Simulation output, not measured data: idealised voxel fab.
Proc. module: voxel ribs on slabs
Shown is cross-section cut, with a width of 205 nm and square cells of size 5 nm.
This document writes a cross-section as a grid whose cells are square, and gives it as bands, listed from the top down; one or more rows of cells form a band. Band: top height; bottom height; in nm. Then, left to right: material with width in nm, for each material. "all across": a single material spanning edge to edge. "blank": empty space. Heights are measured from 0, the level below which the as-received wafer is all one material; the lowest band has no bottom and continues downward, written as in "top 0, no bottom". It should be noted that a width expressed as "30->40" varies in equal increments from row to row of cells within the band, taking the value of the first number at the top row and that of the second number at the bottom row. Any step labelled "remained unchanged" changed none of the cells in the cross-section. Closed-off voids of 8+ cells (no open route to the top) go in "Entrapped void list", written width x height at distance from the left edge, in nm. Where a step's line continues beyond its settings, the continuation is a remark by the simulator itself on that step. You can add "overlay nm" to a step's line. For a step with a mask, it describes how far the mask lay to the right of its planned position, and a negative number describes a lay to the left.

Below is the list of planned process steps:
1,op RECEIVE | material Si
2,op DIRECTIONAL_DEP | material SiO2 | thk nm 30
3,op DIRECTIONAL_DEP | material polySi | thk nm 25
4,op MASKED_ETCH | tone cover | mask id RIB | width nm 30 | etch materials polySi | depth nm 5 | overlay nm 0
5,op DIRECTIONAL_DEP | material aC | thk nm 5
6,op PATTERN | tone cover | mask id SLAB | material resist | width nm 70 | thk nm 35 | overlay nm 0
7,op DIRECTIONAL_ETCH | etch materials aC | depth nm 15
8,op STRIP | etch materials resist
9,op DIRECTIONAL_ETCH | etch materials polySi | depth nm 20
10,op STRIP | etch materials aC
11,op FILL_DEP | material SiO2 | thk nm 25
12,op CMP | height nm 70
13,op DIRECTIONAL_DEP | material W | thk nm 10
14,op MASKED_ETCH | tone cover | mask id HEATER | width nm 40 | etch materials W | depth nm 10 | overlay nm 0
15,op CONFORMAL_DEP | material SiN | thk nm 5
What sets these wafers apart? The thk nm at step 5. They all start alike, and the plan carries the first wafer's value.

The first of several wafers, as received after step 1, seen in section:
- top 0, no bottom: Si all across
- Entrapped void list: none

First wafer of several, cross-section, module end, after step 15 (last):
- top 85, bottom 80: blank=75  SiN=50  blank=80
- top 80, bottom 75: blank=75  SiN=5  W=40  SiN=5  blank=80
- top 75, bottom 70: SiN=80  W=40  SiN=85
- top 70, bottom 55: SiO2 all across
- top 55, bottom 50: SiO2=85  polySi=30  SiO2=90
- top 50, bottom 30: SiO2=65  polySi=70  SiO2=70
- top 30, bottom 0: SiO2 all across
- top 0, no bottom: Si all across
- Entrapped void list: none

Cross-section, last wafer, module completion:
- top 85, bottom 80: blank=75  SiN=50  blank=80
- top 80, bottom 75: blank=75  SiN=5  W=40  SiN=5  blank=80
- top 75, bottom 70: SiN=80  W=40  SiN=85
- top 70, bottom 55: SiO2 all across
- top 55, bottom 50: SiO2=85  polySi=30  SiO2=90
- top 50, bottom 30: polySi all across
- top 30, bottom 0: SiO2 all across
- top 0, no bottom: Si all across
- Entrapped void list: none

So in this table every wafer gets its own row, and what you see is where it stands at the end of the module: for each material, how many cells it picked up (+) or gave up (-) since we received it, and after that its closed voids:
thk nm 5, +45 SiN, +512 SiO2, +16 W, +62 polySi, Entrapped void list: none
thk nm 10, +45 SiN, +512 SiO2, +16 W, +62 polySi, Entrapped void list: none
thk nm 15, +45 SiN, +512 SiO2, +16 W, +62 polySi, Entrapped void list: none
thk nm 20, +45 SiN, +404 SiO2, +16 W, +170 polySi, Entrapped void list: none
thk nm 25, +45 SiN, +404 SiO2, +16 W, +170 polySi, Entrapped void list: none
thk nm 30, +45 SiN, +404 SiO2, +16 W, +170 polySi, Entrapped void list: none
